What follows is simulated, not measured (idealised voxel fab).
The document below concerns the process module designated voxel air gaps.
Square cells of 5 nm make up the cross-section cut, whose width is 235 nm.
This document writes a cross-section as a grid whose cells are square, and gives it as bands, listed from the top down; one or more rows of cells form a band.
The band entry comprises the height of the band's top followed by the height of its bottom, expressed in nm, and subsequently the band's materials from left to right, each stated together with its width in nm. Where a single material is marked with the word "all across", that material fills the band from edge to edge. The word "empty" represents empty space.
Convention: height 0 is the level below which the wafer, as received, is all one material. The lowest band does not terminate at the bottom but continues downward, represented as "z 0 and below".
Width spec "30->40" -> top row of cells at first value, bottom row at second value, equal per-row change in between.
Reading "changes: none" for a step: not a cell of the cross-section changed in it.
"Cavities, closed": sealed empty spaces, 8 cells or more, no open way to top, listed width x height at distance, with distance from the left edge and width, height and distance in nm.
Where a step's line continues beyond its settings, the continuation is a remark by the simulator itself on that step.
Among the settings permitted on a step's line is "overlay nm"; applied to a step with a mask, it specifies the extent to which the mask lay to the right of its planned position, whereas a negative figure signifies a position to the left.
## Planned step list for the process
1 RECEIVE with material Si
2 CONFORMAL_DEP with material SiO2, thk nm 15
3 CONFORMAL_DEP with material SiCN, thk nm 5
4 DIRECTIONAL_DEP with material lowk, thk nm 30
5 PATTERN with tone open, mask id LINES, material resist, width nm 20, pitch nm 50, thk nm 15, overlay nm 0
6 DIRECTIONAL_ETCH with etch materials lowk, depth nm 30
7 STRIP with etch materials resist
8 CONFORMAL_DEP with material TiN, thk nm 5
9 FILL_DEP with material W, thk nm 5
10 CMP with height nm 50
11 EPI with material Ru, thk nm 10
12 SELECTIVE_ETCH with etch materials lowk, depth nm 40
13 CONFORMAL_DEP with material SiCN, thk nm 5
## as received, after step 1
> z 0 and below: Si all across
> Cavities, closed: none
## Post-module cross-section: identical start and plan to those above, one misstep in execution
> z 60 to 55: empty 40; SiCN 150; empty 45
> z 55 to 45: empty 40; SiCN 5; Ru 40; SiCN 10; Ru 40; SiCN 10; Ru 40; SiCN 5; empty 45
> z 45 to 40: empty 40; SiCN 15; TiN 5; W 10; TiN 5; SiCN 30; TiN 5; W 10; TiN 5; SiCN 30; TiN 5; W 10; TiN 5; SiCN 15; empty 45
> z 40 to 25: empty 50; SiCN 5; TiN 5; W 10; TiN 5; SiCN 5; empty 20; SiCN 5; TiN 5; W 10; TiN 5; SiCN 5; empty 20; SiCN 5; TiN 5; W 10; TiN 5; SiCN 5; empty 55
> z 25 to 20: SiCN 55; TiN 20; SiCN 30; TiN 20; SiCN 30; TiN 20; SiCN 60
> z 20 to 15: SiCN all across
> z 15 to 0: SiO2 all across
> z 0 and below: Si all across
> Cavities, closed: 20 x 15 at 80; 20 x 15 at 130
Nonconformance to the process plan: step 10 was processed under conditions differing from the plan, specifically as CMP with height nm 45
